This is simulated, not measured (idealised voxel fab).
Proc. module: voxel self aligned vias
The cross-section shown here is cut; it is 225 nm wide and divided into square cells measuring 5 nm on a side.
The cross-sections in this document take the form of a grid made of square cells. They are written out as bands, in order from top to bottom. Each band consists of one or more rows of cells.
A band entry consists of two parts. The first gives the height of the band's top and the height of its bottom, in nm. The rest lists the band's materials from left to right, each with its width in nm. A single material labelled with the word "all across" fills the band from edge to edge, and the word "empty" marks empty space.
The level at which height equals 0 is the one under which the wafer, as it arrives, is entirely one material. No lower edge exists for the bottom band, which continues downward and is notated as in "0 and below".
A width given as "30 to 40" starts at the first number in the band's top row and ends at the second number in its bottom row, shifting by an equal amount at every step from row to row.
Take "same as before" at face value: in the step it is given for, the cross-section changed in none of its cells.
Any empty space of 8 cells or more lacking an open way to the top shows up in "Enclosed internal cavities" as width x height at distance, distance from the left edge, in nm.
Read whatever lies past the settings on a step's line as the simulator's own remark about the step.
A step's line can hold "overlay nm"; with a mask on that step, the setting says how far right of the planned place the mask lay, while a negative setting says it lay to the left.
Steps in the process plan:
1: RECEIVE [material Si]
2: CONFORMAL_DEP [material SiO2] [thk nm 10]
3: CONFORMAL_DEP [material SiCN] [thk nm 5]
4: DIRECTIONAL_DEP [material SiO2] [thk nm 20]
5: PATTERN [tone open] [mask id LINES] [material resist] [width nm 25] [pitch nm 60] [thk nm 15] [overlay nm 0]
6: DIRECTIONAL_ETCH [etch materials SiO2] [depth nm 20]
7: STRIP [etch materials resist]
8: CONFORMAL_DEP [material TiN] [thk nm 5]
9: FILL_DEP [material Ru] [thk nm 5]
10: CMP [height nm 35]
11: SELECTIVE_ETCH [etch materials W Ru TiN] [depth nm 10]
12: FILL_DEP [material SiN] [thk nm 5]
13: CMP [height nm 35]
14: DIRECTIONAL_DEP [material SiO2] [thk nm 15]
15: MASKED_ETCH [tone open] [mask id VIAS] [width nm 35] [pitch nm 120] [etch materials SiO2] [depth nm 15] [overlay nm 0]
16: MASKED_ETCH [tone open] [mask id VIAS] [width nm 45] [pitch nm 120] [etch materials SiN] [depth nm 10] [overlay nm 0]
17: CONFORMAL_DEP [material TiN] [thk nm 5]
18: FILL_DEP [material Cu] [thk nm 5]
19: CMP [height nm 50]
20: CONFORMAL_DEP [material SiN] [thk nm 5]
For clarity, it should be stated that the wafers under discussion commence in an identical condition and differ with respect to the width nm of step 15, the plan indicating the value that the first wafer had.
As received, i.e. after step 1: cross-section through the first of several wafers:
0 and below: Si all across
Enclosed internal cavities: none
Per wafer, end of module: cells gained (+) or lost (-) per material since receipt, then closed voids:
width nm 35; +32 Cu; +9 Ru; +45 SiCN; +55 SiN; +303 SiO2; +51 TiN; Enclosed internal cavities: none
width nm 40; +36 Cu; +9 Ru; +45 SiCN; +55 SiN; +297 SiO2; +53 TiN; Enclosed internal cavities: none
width nm 45; +40 Cu; +9 Ru; +45 SiCN; +55 SiN; +291 SiO2; +55 TiN; Enclosed internal cavities: none
width nm 50; +44 Cu; +9 Ru; +45 SiCN; +55 SiN; +285 SiO2; +57 TiN; Enclosed internal cavities: none
width nm 55; +48 Cu; +9 Ru; +45 SiCN; +55 SiN; +279 SiO2; +59 TiN; Enclosed internal cavities: none
width nm 60; +52 Cu; +9 Ru; +45 SiCN; +55 SiN; +273 SiO2; +61 TiN; Enclosed internal cavities: none
